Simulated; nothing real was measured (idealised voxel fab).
The process module presented herein is designated voxel gate over fins.
Displayed cross-section: cut, width of 245 nm, square cells sized 5 nm.
In what follows, cross-sections appear as grids of square cells, described through bands that run from the top down, where every band is one or more rows of cells. A band entry consists of two parts. The first gives the height of the band's top and the height of its bottom, in nm. The rest lists the band's materials from left to right, each with its width in nm. A single material labelled with the word "everywhere" fills the band from edge to edge, and the word "air" marks empty space. Beneath 0, the wafer as received is one material, and that level is where height counting begins. The lowest band goes on downward without a bottom; it is written like "0 and below". A width given as "30..40" starts at the first number in the band's top row and ends at the second number in its bottom row, shifting by an equal amount at every step from row to row. Reading "nothing got changed" for a step: not a cell of the cross-section changed in it. The entry titled "Closed void table" provides the empty spaces that have no open way to the top, restricted to those of 8 cells or more. Each is presented as width x height at distance, the distance being measured from the left edge, with all three in nm. after a step's settings: what the simulator itself notes on the step. The "overlay nm" setting may appear on a step's line; for a step that uses a mask, it gives how far to the right of its planned position the mask lay, and a negative value indicates the left.
[The planned process steps are enumerated hereunder]
1,RECEIVE [material Si]
2,CONFORMAL_DEP [material SiN] [thk nm 10]
3,DIRECTIONAL_DEP [material aC] [thk nm 10]
4,PATTERN [tone cover] [mask id FINS] [material resist] [width nm 15] [pitch nm 45] [thk nm 30] [overlay nm 0]
5,DIRECTIONAL_ETCH [etch materials aC] [depth nm 10]
6,STRIP [etch materials resist]
7,DIRECTIONAL_ETCH [etch materials SiN] [depth nm 10]
8,DIRECTIONAL_ETCH [etch materials Si] [depth nm 30]
9,STRIP [etch materials aC]
10,FILL_DEP [material SiO2] [thk nm 10]
11,CMP [height nm 10]
12,SELECTIVE_ETCH [etch materials SiO2] [depth nm 20]
13,STRIP [etch materials SiN]
14,CONFORMAL_DEP [material HfO2] [thk nm 5]
15,CONFORMAL_DEP [material TiN] [thk nm 5]
16,FILL_DEP [material W] [thk nm 10]
17,CMP [height nm 15]
18,CONFORMAL_DEP [material SiCN] [thk nm 5]
[Wafer at receipt (post step 1), cross-section]
0 and below | Si everywhere
Closed void table: none
[Wafer at module end, in section. Began as above, planned as above, run with one mistake]
20 down to 15 | SiCN everywhere
15 down to 10 | W everywhere
10 down to 5 | 75 nm W, then 35 nm TiN, then 10 nm W, then 35 nm TiN, then 90 nm W
5 down to 0 | 75 nm W, then 5 nm TiN, then 25 nm HfO2, then 5 nm TiN, then 10 nm W, then 5 nm TiN, then 25 nm HfO2, then 5 nm TiN, then 90 nm W
0 down to -5 | 80 nm TiN, then 5 nm HfO2, then 15 nm Si, then 5 nm HfO2, then 20 nm TiN, then 5 nm HfO2, then 15 nm Si, then 5 nm HfO2, then 95 nm TiN
-5 down to -10 | 85 nm HfO2, then 15 nm Si, then 30 nm HfO2, then 15 nm Si, then 100 nm HfO2
-10 down to -30 | 85 nm SiO2, then 15 nm Si, then 30 nm SiO2, then 15 nm Si, then 100 nm SiO2
-30 and below | Si everywhere
Closed void table: none
So what did we get wrong on this run? so step 4 ended up running with a different setting than we planned, it ran as PATTERN [tone cover] [mask id FINS] [material resist] [width nm 15] [pitch nm 45] [thk nm 30] [overlay nm -5]
